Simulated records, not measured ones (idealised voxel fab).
The name of this process module is voxel quadruple lines.
For reference, the cross-section in this document is cut, with width 185 nm and square cells of 5 nm.
Each cross-section below is a grid of square cells, stated as bands in top-down order, with one or more rows of cells making up each band.
Look at the band entry: it leads with the top's height and the bottom's height in nm. Then it lists the materials left to right, with a width in nm for each. The word "full width" on a single material says that material fills the band edge to edge. The word "air" is empty space.
The level at which height equals 0 is the one under which the wafer, as it arrives, is entirely one material. No lower edge exists for the bottom band, which continues downward and is notated as in "0 and below".
A width given as "30->40" starts at the first number in the band's top row and ends at the second number in its bottom row, shifting by an equal amount at every step from row to row.
Reading "remained the same" for a step: not a cell of the cross-section changed in it.
So "Closed voids list" is basically the list of trapped voids: any empty space of 8 cells or more that can't reach the top through an opening. They're written width x height at distance, the distance being from the left edge, and it's all nm.
On a step's line, text after the settings is the simulator commenting on that step.
If you see "overlay nm" on a step's line and that step has a mask, it's telling you how far right of where it was planned the mask ended up; a negative number means it went left instead.
**The steps planned for the process are as follows**
| 1 | op RECEIVE | material Si |
| 2 | op CONFORMAL_DEP | material SiO2 | thk nm 5 |
| 3 | op DIRECTIONAL_DEP | material W | thk nm 10 |
| 4 | op DIRECTIONAL_DEP | material polySi | thk nm 20 |
| 5 | op DIRECTIONAL_DEP | material aC | thk nm 25 |
| 6 | op PATTERN | tone cover | mask id MANDREL | material resist | width nm 25 | thk nm 35 | overlay nm 0 |
| 7 | op DIRECTIONAL_ETCH | etch materials aC | depth nm 25 |
| 8 | op STRIP | etch materials resist |
| 9 | op CONFORMAL_DEP | material SiO2 | thk nm 15 |
| 10 | op DIRECTIONAL_ETCH | etch materials SiO2 | depth nm 15 |
| 11 | op STRIP | etch materials aC |
| 12 | op DIRECTIONAL_ETCH | etch materials polySi | depth nm 20 |
| 13 | op STRIP | etch materials SiO2 |
| 14 | op CONFORMAL_DEP | material SiN | thk nm 10 |
| 15 | op DIRECTIONAL_ETCH | etch materials SiN | depth nm 10 |
| 16 | op STRIP | etch materials polySi |
| 17 | op DIRECTIONAL_ETCH | etch materials W | depth nm 10 |
| 18 | op STRIP | etch materials SiN |
| 19 | op FILL_DEP | material SiO2 | thk nm 5 |
| 20 | op CMP | height nm 15 |
The wafers are alike at the start. At step 6, their width nm differs. The plan lists the first wafer's value.
**Cut through the first of several wafers as received, post step 1**
> 0 and below: Si full width
> Closed voids list: none
**Wafer rows, end of module: cells per material gained (+) or lost (-) since receipt; closed voids last**
width nm 25, +95 SiO2, +16 W, Closed voids list: none
width nm 30, +95 SiO2, +16 W, Closed voids list: none
width nm 35, +95 SiO2, +16 W, Closed voids list: none
width nm 40, +95 SiO2, +16 W, Closed voids list: none
width nm 45, +95 SiO2, +16 W, Closed voids list: none
width nm 50, +95 SiO2, +16 W, Closed voids list: none
